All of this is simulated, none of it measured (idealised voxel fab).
The process module presented herein is designated voxel plated lines.
For reference, the cross-section in this document is cut, with width 265 nm and square cells of 5 nm.
Reading order for cross-sections: top band down to bottom band. Underlying form: a grid of square cells. Band size: one or more rows of cells.
Band: top and bottom heights (nm) first, top before bottom; then materials from left to right, widths in nm. "everywhere" marks a sole material filling the band edge to edge. "empty" denotes empty space.
Counting heights begins at 0, where everything beneath is, in the wafer as received, one material. The lowest band has no bottom; it goes on downwards, as "from 0 down" shows.
Quick explanation for "30->40": the width changes in equal steps down the rows of cells, from the first number in the band's top row to the second number in its bottom row.
Given "nothing changed" for a step, no cell of the cross-section differs between before and after that step.
In the "Sealed void listing" entry, you get each enclosed empty space of 8 cells or more, one with no open way to the top, written width x height at distance, distance from the left edge, in nm.
Note: text after step settings on the step line = simulator remark on that step.
The line of a step may include "overlay nm". On a step with a mask, this value is how far to the right of its planned place the mask lay. A negative value means the mask lay to the left.
**Process steps foreseen in the plan**
1. RECEIVE, material Si
2. CONFORMAL_DEP, material SiO2, thk nm 5
3. DIRECTIONAL_DEP, material TiN, thk nm 5
4. PATTERN, tone open, mask id LINES, material resist, width nm 30, pitch nm 60, thk nm 30, overlay nm 0
5. EPI, material Ru, thk nm 10
6. EPI, material Ru, thk nm 10
7. STRIP, etch materials resist
8. DIRECTIONAL_ETCH, etch materials TiN, depth nm 5
9. CONFORMAL_DEP, material SiO2, thk nm 10
**Shown in cross-section is the wafer as received, that is, as it stands after step 1**
	from 0 down = Si everywhere
	Sealed void listing: none
**Starting structure and process plan are as shown above, but one mistake was made in running the module; the wafer cross-section at the end of the module follows**
	from 40 to 30 = empty (70); SiO2 (50); empty (10); SiO2 (50); empty (85)
	from 30 to 15 = empty (70); SiO2 (10); Ru (30); SiO2 (10); empty (10); SiO2 (10); Ru (30); SiO2 (10); empty (85)
	from 15 to 10 = SiO2 (80); Ru (30); SiO2 (30); Ru (30); SiO2 (95)
	from 10 to 5 = SiO2 (80); TiN (30); SiO2 (30); TiN (30); SiO2 (95)
	from 5 to 0 = SiO2 everywhere
	from 0 down = Si everywhere
	Sealed void listing: none
Heads up, the wafer didn't run the way we planned it: step 4 was processed under conditions differing from the plan, specifically as PATTERN, tone open, mask id LINES, material resist, width nm 30, pitch nm 60, thk nm 30, overlay nm -5
